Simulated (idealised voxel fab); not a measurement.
This section sets out a process module, namely voxel gate over fins.
The figure presents cross-section cut, which has a width of 230 nm and is divided into square cells with an edge length of 5 nm.
Reading order for cross-sections: top band down to bottom band. Underlying form: a grid of square cells. Band size: one or more rows of cells.
Per band: top height and bottom height in nm, followed by the left-to-right materials and their widths in nm; "full width" marks a single material spanning edge to edge, "empty" marks empty space.
Zero point of the height axis is 0; under it, received wafer = one material. Lowest band: continues down indefinitely, "top 0, no bottom".
A two-number width, for instance "30 to 40", indicates that the width is equal to the first number in the top row of the band and to the second number in the bottom row, and that it changes by a constant amount per row of cells.
Reading "remains unaltered" for a step: not a cell of the cross-section changed in it.
If an empty space has no open way to the top and is at least 8 cells in size, "Encapsulated voids" lists it, written width x height at distance, where distance is measured from the left edge and every value is in nm.
What comes after the settings on a step's line is commentary from the simulator itself on that step.
Each step line may optionally specify "overlay nm", which for a step with a mask gives the rightward distance between the mask's planned place and where it lay, a negative value indicating the leftward direction.

## The following list gives the planned process steps
| 1 | RECEIVE, material Si |
| 2 | CONFORMAL_DEP, material SiN, thk nm 10 |
| 3 | MASKED_ETCH, tone cover, mask id FINS, width nm 15, pitch nm 40, etch materials SiN, depth nm 10, overlay nm 0 |
| 4 | MASKED_ETCH, tone cover, mask id FINS, width nm 15, pitch nm 40, etch materials Si, depth nm 30, overlay nm 0 |
| 5 | OXIDIZE, depth nm 5 |
| 6 | FILL_DEP, material SiO2, thk nm 5 |
| 7 | CMP, height nm 10 |
| 8 | SELECTIVE_ETCH, etch materials SiO2, depth nm 25 |
| 9 | STRIP, etch materials SiN |
| 10 | CONFORMAL_DEP, material HfO2, thk nm 5 |
| 11 | CONFORMAL_DEP, material TiN, thk nm 5 |
| 12 | FILL_DEP, material W, thk nm 10 |
| 13 | CMP, height nm 15 |
| 14 | CONFORMAL_DEP, material SiCN, thk nm 10 |

## Below: the first of two wafers, run as planned

## Here's what the wafer looked like in cross-section when it arrived - that's after step 1
> top 0, no bottom = Si full width
> Encapsulated voids: none

## Step 2 complete: cross-section through the wafer
> top 10, bottom 0 = SiN full width
> Unchanged below 0.

## Step 3 complete: cross-section through the wafer
> top 10, bottom 0 = empty (85)  SiN (15)  empty (25)  SiN (15)  empty (90)
> Unchanged below 0.

## Step 4 complete: cross-section through the wafer
> top 10, bottom 0 = empty (85)  SiN (15)  empty (25)  SiN (15)  empty (90)
> top 0, bottom -30 = empty (85)  Si (15)  empty (25)  Si (15)  empty (90)
> Unchanged below -30.

## Step 5 complete: cross-section through the wafer
> top 10, bottom 0 = empty (85)  SiN (15)  empty (25)  SiN (15)  empty (90)
> top 0, bottom -30 = empty (85)  SiO2 (5)  Si (5)  SiO2 (5)  empty (25)  SiO2 (5)  Si (5)  SiO2 (5)  empty (90)
> top -30, bottom -35 = SiO2 (90)  Si (5)  SiO2 (35)  Si (5)  SiO2 (95)
> Unchanged below -35.

## Step 6 complete: cross-section through the wafer
> top 15, bottom 10 = SiO2 full width
> top 10, bottom 0 = SiO2 (85)  SiN (15)  SiO2 (25)  SiN (15)  SiO2 (90)
> top 0, bottom -35 = SiO2 (90)  Si (5)  SiO2 (35)  Si (5)  SiO2 (95)
> Unchanged below -35.

## Step 7 complete: cross-section through the wafer
> top 10, bottom 0 = SiO2 (85)  SiN (15)  SiO2 (25)  SiN (15)  SiO2 (90)
> Unchanged below 0.

## Step 8 complete: cross-section through the wafer
> top 10, bottom 0 = empty (85)  SiN (15)  empty (25)  SiN (15)  empty (90)
> top 0, bottom -15 = empty (90)  Si (5)  empty (35)  Si (5)  empty (95)
> Unchanged below -15.

## Step 9 complete: cross-section through the wafer
> top 0, bottom -15 = empty (90)  Si (5)  empty (35)  Si (5)  empty (95)
> Unchanged below -15.

## Step 10 complete: cross-section through the wafer
> top 5, bottom 0 = empty (85)  HfO2 (15)  empty (25)  HfO2 (15)  empty (90)
> top 0, bottom -10 = empty (85)  HfO2 (5)  Si (5)  HfO2 (5)  empty (25)  HfO2 (5)  Si (5)  HfO2 (5)  empty (90)
> top -10, bottom -15 = HfO2 (90)  Si (5)  HfO2 (35)  Si (5)  HfO2 (95)
> Unchanged below -15.

## Step 11 complete: cross-section through the wafer
> top 10, bottom 5 = empty (80)  TiN (25)  empty (15)  TiN (25)  empty (85)
> top 5, bottom 0 = empty (80)  TiN (5)  HfO2 (15)  TiN (5)  empty (15)  TiN (5)  HfO2 (15)  TiN (5)  empty (85)
> top 0, bottom -5 = empty (80)  TiN (5)  HfO2 (5)  Si (5)  HfO2 (5)  TiN (5)  empty (15)  TiN (5)  HfO2 (5)  Si (5)  HfO2 (5)  TiN (5)  empty (85)
> top -5, bottom -10 = TiN (85)  HfO2 (5)  Si (5)  HfO2 (5)  TiN (25)  HfO2 (5)  Si (5)  HfO2 (5)  TiN (90)
> Unchanged below -10.

## Step 12 complete: cross-section through the wafer
> top 20, bottom 10 = W full width
> top 10, bottom 5 = W (80)  TiN (25)  W (15)  TiN (25)  W (85)
> top 5, bottom 0 = W (80)  TiN (5)  HfO2 (15)  TiN (5)  W (15)  TiN (5)  HfO2 (15)  TiN (5)  W (85)
> top 0, bottom -5 = W (80)  TiN (5)  HfO2 (5)  Si (5)  HfO2 (5)  TiN (5)  W (15)  TiN (5)  HfO2 (5)  Si (5)  HfO2 (5)  TiN (5)  W (85)
> Unchanged below -5.

## Step 13 complete: cross-section through the wafer
> top 15, bottom 10 = W full width
> Unchanged below 10.

## Step 14 complete: cross-section through the wafer
> top 25, bottom 15 = SiCN full width
> Unchanged below 15.

## Companion wafer, the second of two: same beginning, same intended sequence, one mistake in carrying it out; through step 2 inclusive it tracks the first exactly

## The second wafer in cross-section, at the planned close of step 3
> top 10, bottom 0 = empty (85)  SiN (20)  empty (20)  SiN (20)  empty (85)
> Unchanged below 0.

## The second wafer in cross-section, at the planned close of step 4
> top 10, bottom 0 = empty (85)  SiN (20)  empty (20)  SiN (20)  empty (85)
> top 0, bottom -30 = empty (85)  Si (20)  empty (20)  Si (20)  empty (85)
> Unchanged below -30.

## The second wafer in cross-section, at the planned close of step 5
> top 10, bottom 0 = empty (85)  SiN (20)  empty (20)  SiN (20)  empty (85)
> top 0, bottom -30 = empty (85)  SiO2 (5)  Si (10)  SiO2 (5)  empty (20)  SiO2 (5)  Si (10)  SiO2 (5)  empty (85)
> top -30, bottom -35 = SiO2 (90)  Si (10)  SiO2 (30)  Si (10)  SiO2 (90)
> Unchanged below -35.

## The second wafer in cross-section, at the planned close of step 6
> top 15, bottom 10 = SiO2 full width
> top 10, bottom 0 = SiO2 (85)  SiN (20)  SiO2 (20)  SiN (20)  SiO2 (85)
> top 0, bottom -35 = SiO2 (90)  Si (10)  SiO2 (30)  Si (10)  SiO2 (90)
> Unchanged below -35.

## The second wafer in cross-section, at the planned close of step 7
> top 10, bottom 0 = SiO2 (85)  SiN (20)  SiO2 (20)  SiN (20)  SiO2 (85)
> Unchanged below 0.

## The second wafer in cross-section, at the planned close of step 8
> top 10, bottom 0 = empty (85)  SiN (20)  empty (20)  SiN (20)  empty (85)
> top 0, bottom -15 = empty (90)  Si (10)  empty (30)  Si (10)  empty (90)
> Unchanged below -15.

## The second wafer in cross-section, at the planned close of step 9
> top 0, bottom -15 = empty (90)  Si (10)  empty (30)  Si (10)  empty (90)
> Unchanged below -15.

## The second wafer in cross-section, at the planned close of step 10
> top 5, bottom 0 = empty (85)  HfO2 (20)  empty (20)  HfO2 (20)  empty (85)
> top 0, bottom -10 = empty (85)  HfO2 (5)  Si (10)  HfO2 (5)  empty (20)  HfO2 (5)  Si (10)  HfO2 (5)  empty (85)
> top -10, bottom -15 = HfO2 (90)  Si (10)  HfO2 (30)  Si (10)  HfO2 (90)
> Unchanged below -15.

## The second wafer in cross-section, at the planned close of step 11
> top 10, bottom 5 = empty (80)  TiN (30)  empty (10)  TiN (30)  empty (80)
> top 5, bottom 0 = empty (80)  TiN (5)  HfO2 (20)  TiN (5)  empty (10)  TiN (5)  HfO2 (20)  TiN (5)  empty (80)
> top 0, bottom -5 = empty (80)  TiN (5)  HfO2 (5)  Si (10)  HfO2 (5)  TiN (5)  empty (10)  TiN (5)  HfO2 (5)  Si (10)  HfO2 (5)  TiN (5)  empty (80)
> top -5, bottom -10 = TiN (85)  HfO2 (5)  Si (10)  HfO2 (5)  TiN (20)  HfO2 (5)  Si (10)  HfO2 (5)  TiN (85)
> Unchanged below -10.

## The second wafer in cross-section, at the planned close of step 12
> top 20, bottom 10 = W full width
> top 10, bottom 5 = W (80)  TiN (30)  W (10)  TiN (30)  W (80)
> top 5, bottom 0 = W (80)  TiN (5)  HfO2 (20)  TiN (5)  W (10)  TiN (5)  HfO2 (20)  TiN (5)  W (80)
> top 0, bottom -5 = W (80)  TiN (5)  HfO2 (5)  Si (10)  HfO2 (5)  TiN (5)  W (10)  TiN (5)  HfO2 (5)  Si (10)  HfO2 (5)  TiN (5)  W (80)
> Unchanged below -5.

## The second wafer in cross-section, at the planned close of step 13
> top 15, bottom 10 = W full width
> Unchanged below 10.

## The second wafer in cross-section, at the planned close of step 14
> top 25, bottom 15 = SiCN full width
> Unchanged below 15.
It is concluded that the wafer was processed incorrectly with respect to the plan, in that step 3 ran differently from the plan; actual operation with settings: MASKED_ETCH, tone cover, mask id FINS, width nm 20, pitch nm 40, etch materials SiN, depth nm 10, overlay nm 0
Looking at both finished wafers in cells, the second ends up ahead of or behind the first on some materials: Si: 14 more; SiO2: 8 fewer; W: 6 fewer
